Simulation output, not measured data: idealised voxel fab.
Herein follows the process module entitled voxel self aligned contacts.
In the cross-section labelled cut, the width is 270 nm and each square cell is 5 nm.
In what follows, cross-sections appear as grids of square cells, described through bands that run from the top down, where every band is one or more rows of cells. Heights first: top, then bottom, in nm. Then materials, left to right, each with a width in nm. "throughout" on a single material: fills the band edge to edge. "air": empty space. Heads up on the height convention: 0 is the point under which the incoming wafer is all one material, and the lowest band has no bottom, it just keeps going down, like "from 0 down". When a width is written as two numbers, as in "30->40", the first number is the width in the top row of cells of the band and the second is the width in its bottom row, and the width changes by the same amount from each row to the next. No cell of the cross-section changed in a step that is given as "changes: none". "Fully closed voids" enumerates empty spaces isolated from the top, with no open way to it, that contain at least 8 cells, giving each as width x height at distance from the left edge, all three in nm. Past the settings on a step's line: simulator remark, on that step. A step's line can hold "overlay nm"; with a mask on that step, the setting says how far right of the planned place the mask lay, while a negative setting says it lay to the left.

plan:
1,RECEIVE | material Si
2,CONFORMAL_DEP | material SiO2 | thk nm 5
3,DIRECTIONAL_DEP | material polySi | thk nm 30
4,DIRECTIONAL_DEP | material SiN | thk nm 15
5,MASKED_ETCH | tone cover | mask id GATE | width nm 25 | pitch nm 55 | etch materials SiN | depth nm 15 | overlay nm 0
6,MASKED_ETCH | tone cover | mask id GATE | width nm 25 | pitch nm 55 | etch materials polySi | depth nm 30 | overlay nm 0
7,CONFORMAL_DEP | material SiN | thk nm 5
8,DIRECTIONAL_ETCH | etch materials SiN | depth nm 5
9,FILL_DEP | material SiO2 | thk nm 10
10,CMP | height nm 55
11,DIRECTIONAL_DEP | material aC | thk nm 15
12,PATTERN | tone open | mask id CONTACT | material resist | width nm 40 | thk nm 30 | overlay nm 0
13,DIRECTIONAL_ETCH | etch materials aC | depth nm 15
14,STRIP | etch materials resist
15,DIRECTIONAL_ETCH | etch materials SiO2 | depth nm 55
16,STRIP | etch materials aC
17,CONFORMAL_DEP | material TiN | thk nm 5
18,FILL_DEP | material W | thk nm 10
19,CMP | height nm 55
20,CONFORMAL_DEP | material SiN | thk nm 5

Incoming wafer in cross-section (state: after step 1):
> from 0 down | Si throughout
> Fully closed voids: none

First of two wafers at the end of the module, shown in cross-section; run carried out as planned:
> from 60 to 55 | SiN throughout
> from 55 to 50 | SiO2 115  TiN 15  W 10  TiN 15  SiO2 115
> from 50 to 35 | SiO2 90  SiN 35  TiN 5  W 10  TiN 5  SiN 35  SiO2 90
> from 35 to 5 | SiO2 90  SiN 5  polySi 25  SiN 5  TiN 5  W 10  TiN 5  SiN 5  polySi 25  SiN 5  SiO2 90
> from 5 to 0 | SiO2 125  TiN 20  SiO2 125
> from 0 down | Si throughout
> Fully closed voids: none

second wafer at the end: like start, like plan, one mistake:
> from 60 to 55 | SiN throughout
> from 55 to 50 | SiO2 115  TiN 15  W 10  TiN 15  SiO2 115
> from 50 to 35 | SiO2 90  SiN 35  TiN 5  W 10  TiN 5  SiN 35  SiO2 90
> from 35 to 5 | SiO2 125  TiN 5  W 10  TiN 5  SiO2 125
> from 5 to 0 | SiO2 125  TiN 20  SiO2 125
> from 0 down | Si throughout
> Fully closed voids: none
Deviation noted in wafer processing: step 3 off recipe, ran as DIRECTIONAL_DEP | material SiO2 | thk nm 30
Count the cells at the end and the second wafer has more or fewer of some materials than the first: 24 fewer of SiN | 84 more of SiO2 | 60 fewer of polySi
